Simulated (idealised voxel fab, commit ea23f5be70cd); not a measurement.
A process module follows: voxel fin reveal.
We display cut, a cross-section 290 nm in width whose square cells are each 5 nm.
The cross-sections in this document take the form of a grid made of square cells. They are written out as bands, in order from top to bottom. Each band consists of one or more rows of cells.
Within each band entry, the heights of the top and of the bottom of the band appear first, in that order and in nm; the materials of the band then follow from left to right, each with its corresponding width in nm. The designation "edge to edge" on a single material indicates that it fills the band from edge to edge; the designation "blank" indicates empty space.
A quick word on heights: they are counted from 0, and under that level the wafer as it came to us is one material throughout. The lowest band is different from the rest in having no bottom; it simply continues downward, written as in "0..down".
The width entry "30->40" should be interpreted row by row: the top row of cells in the band takes the first number, the bottom row takes the second number, and the change between adjacent rows is uniform throughout.
Step note "no change" = no cross-section cell changed.
Voids not open to the top, 8 cells minimum: see "Unvented internal voids". Written width x height at distance; distance is from the left edge; nm.
It should be noted that, on the line of a given step, the content following the step's settings is a remark produced by the simulator itself with respect to that step.
The setting "overlay nm" may be written on the line of a step. When the step uses a mask, the value reports how far to the right of the planned place the mask lay, and a negative value reports that it lay to the left.
[List of planned process steps]
1) RECEIVE [material Si]
2) CONFORMAL_DEP [material SiN] [thk nm 5]
3) DIRECTIONAL_DEP [material aC] [thk nm 15]
4) PATTERN [tone cover] [mask id FINS] [material resist] [width nm 15] [pitch nm 35] [thk nm 30] [overlay nm 0]
5) DIRECTIONAL_ETCH [etch materials aC] [depth nm 15]
6) STRIP [etch materials resist]
7) DIRECTIONAL_ETCH [etch materials SiN] [depth nm 5]
8) DIRECTIONAL_ETCH [etch materials Si] [depth nm 35]
9) STRIP [etch materials aC]
10) OXIDIZE [depth nm 5]
11) FILL_DEP [material SiO2] [thk nm 15]
12) CMP [height nm 5]
13) SELECTIVE_ETCH [etch materials SiO2] [depth nm 25]
14) STRIP [etch materials SiN]
15) CONFORMAL_DEP [material SiO2] [thk nm 5]
[What follows covers the first of two wafers; it ran as planned]
[Here's what the wafer looked like in cross-section when it arrived - that's after step 1]
> 0..down | Si edge to edge
> Unvented internal voids: none
[Upon completion of step 2, the wafer appears in cross-section as shown]
> 5..0 | SiN edge to edge
> Rest of section, below 0: as before.
[Upon completion of step 3, the wafer appears in cross-section as shown]
> 20..5 | aC edge to edge
> Rest of section, below 5: as before.
[Upon completion of step 4, the wafer appears in cross-section as shown]
> 50..20 | blank 85 | resist 15 | blank 20 | resist 15 | blank 20 | resist 15 | blank 20 | resist 15 | blank 85
> Rest of section, below 20: as before.
[Upon completion of step 5, the wafer appears in cross-section as shown]
> 35..20 | blank 85 | resist 15 | blank 20 | resist 15 | blank 20 | resist 15 | blank 20 | resist 15 | blank 85
> 20..5 | blank 85 | aC 15 | blank 20 | aC 15 | blank 20 | aC 15 | blank 20 | aC 15 | blank 85
> Rest of section, below 5: as before.
[Upon completion of step 6, the wafer appears in cross-section as shown]
> 20..5 | blank 85 | aC 15 | blank 20 | aC 15 | blank 20 | aC 15 | blank 20 | aC 15 | blank 85
> Rest of section, below 5: as before.
[Upon completion of step 7, the wafer appears in cross-section as shown]
> 20..5 | blank 85 | aC 15 | blank 20 | aC 15 | blank 20 | aC 15 | blank 20 | aC 15 | blank 85
> 5..0 | blank 85 | SiN 15 | blank 20 | SiN 15 | blank 20 | SiN 15 | blank 20 | SiN 15 | blank 85
> Rest of section, below 0: as before.
[Upon completion of step 8, the wafer appears in cross-section as shown]
> 20..5 | blank 85 | aC 15 | blank 20 | aC 15 | blank 20 | aC 15 | blank 20 | aC 15 | blank 85
> 5..0 | blank 85 | SiN 15 | blank 20 | SiN 15 | blank 20 | SiN 15 | blank 20 | SiN 15 | blank 85
> 0..-35 | blank 85 | Si 15 | blank 20 | Si 15 | blank 20 | Si 15 | blank 20 | Si 15 | blank 85
> Rest of section, below -35: as before.
[Upon completion of step 9, the wafer appears in cross-section as shown]
> 5..0 | blank 85 | SiN 15 | blank 20 | SiN 15 | blank 20 | SiN 15 | blank 20 | SiN 15 | blank 85
> Rest of section, below 0: as before.
[Upon completion of step 10, the wafer appears in cross-section as shown]
> 5..0 | blank 85 | SiN 15 | blank 20 | SiN 15 | blank 20 | SiN 15 | blank 20 | SiN 15 | blank 85
> 0..-35 | blank 85 | SiO2 5 | Si 5 | SiO2 5 | blank 20 | SiO2 5 | Si 5 | SiO2 5 | blank 20 | SiO2 5 | Si 5 | SiO2 5 | blank 20 | SiO2 5 | Si 5 | SiO2 5 | blank 85
> -35..-40 | SiO2 90 | Si 5 | SiO2 30 | Si 5 | SiO2 30 | Si 5 | SiO2 30 | Si 5 | SiO2 90
> Rest of section, below -40: as before.
[Upon completion of step 11, the wafer appears in cross-section as shown]
> 20..5 | SiO2 edge to edge
> 5..0 | SiO2 85 | SiN 15 | SiO2 20 | SiN 15 | SiO2 20 | SiN 15 | SiO2 20 | SiN 15 | SiO2 85
> 0..-40 | SiO2 90 | Si 5 | SiO2 30 | Si 5 | SiO2 30 | Si 5 | SiO2 30 | Si 5 | SiO2 90
> Rest of section, below -40: as before.
[Upon completion of step 12, the wafer appears in cross-section as shown]
> 5..0 | SiO2 85 | SiN 15 | SiO2 20 | SiN 15 | SiO2 20 | SiN 15 | SiO2 20 | SiN 15 | SiO2 85
> Rest of section, below 0: as before.
[Upon completion of step 13, the wafer appears in cross-section as shown]
> 5..0 | blank 85 | SiN 15 | blank 20 | SiN 15 | blank 20 | SiN 15 | blank 20 | SiN 15 | blank 85
> 0..-20 | blank 90 | Si 5 | blank 30 | Si 5 | blank 30 | Si 5 | blank 30 | Si 5 | blank 90
> Rest of section, below -20: as before.
[Upon completion of step 14, the wafer appears in cross-section as shown]
> 0..-20 | blank 90 | Si 5 | blank 30 | Si 5 | blank 30 | Si 5 | blank 30 | Si 5 | blank 90
> Rest of section, below -20: as before.
[Upon completion of step 15, the wafer appears in cross-section as shown]
> 5..0 | blank 85 | SiO2 15 | blank 20 | SiO2 15 | blank 20 | SiO2 15 | blank 20 | SiO2 15 | blank 85
> 0..-15 | blank 85 | SiO2 5 | Si 5 | SiO2 5 | blank 20 | SiO2 5 | Si 5 | SiO2 5 | blank 20 | SiO2 5 | Si 5 | SiO2 5 | blank 20 | SiO2 5 | Si 5 | SiO2 5 | blank 85
> -15..-40 | SiO2 90 | Si 5 | SiO2 30 | Si 5 | SiO2 30 | Si 5 | SiO2 30 | Si 5 | SiO2 90
> Rest of section, below -40: as before.
[Now the other wafer: same start, same recipe, but we messed up one thing when running it. Up to and including step 12 it's the same as the first one]
[Cross-section, second wafer, at the end time the plan gives for step 13]
> 5..0 | blank 85 | SiN 15 | blank 20 | SiN 15 | blank 20 | SiN 15 | blank 20 | SiN 15 | blank 85
> 0..-40 | blank 90 | Si 5 | blank 30 | Si 5 | blank 30 | Si 5 | blank 30 | Si 5 | blank 90
> Rest of section, below -40: as before.
[Cross-section, second wafer, at the end time the plan gives for step 14]
> 0..-40 | blank 90 | Si 5 | blank 30 | Si 5 | blank 30 | Si 5 | blank 30 | Si 5 | blank 90
> Rest of section, below -40: as before.
[Cross-section, second wafer, at the end time the plan gives for step 15]
> 5..0 | blank 85 | SiO2 15 | blank 20 | SiO2 15 | blank 20 | SiO2 15 | blank 20 | SiO2 15 | blank 85
> 0..-35 | blank 85 | SiO2 5 | Si 5 | SiO2 5 | blank 20 | SiO2 5 | Si 5 | SiO2 5 | blank 20 | SiO2 5 | Si 5 | SiO2 5 | blank 20 | SiO2 5 | Si 5 | SiO2 5 | blank 85
> -35..-40 | SiO2 90 | Si 5 | SiO2 30 | Si 5 | SiO2 30 | Si 5 | SiO2 30 | Si 5 | SiO2 90
> Rest of section, below -40: as before.
What went wrong in running the wafer? step 13 of the plan saw execution twice
Heads up, by the end the second wafer has more or fewer cells of some materials compared to the first: -184 SiO2
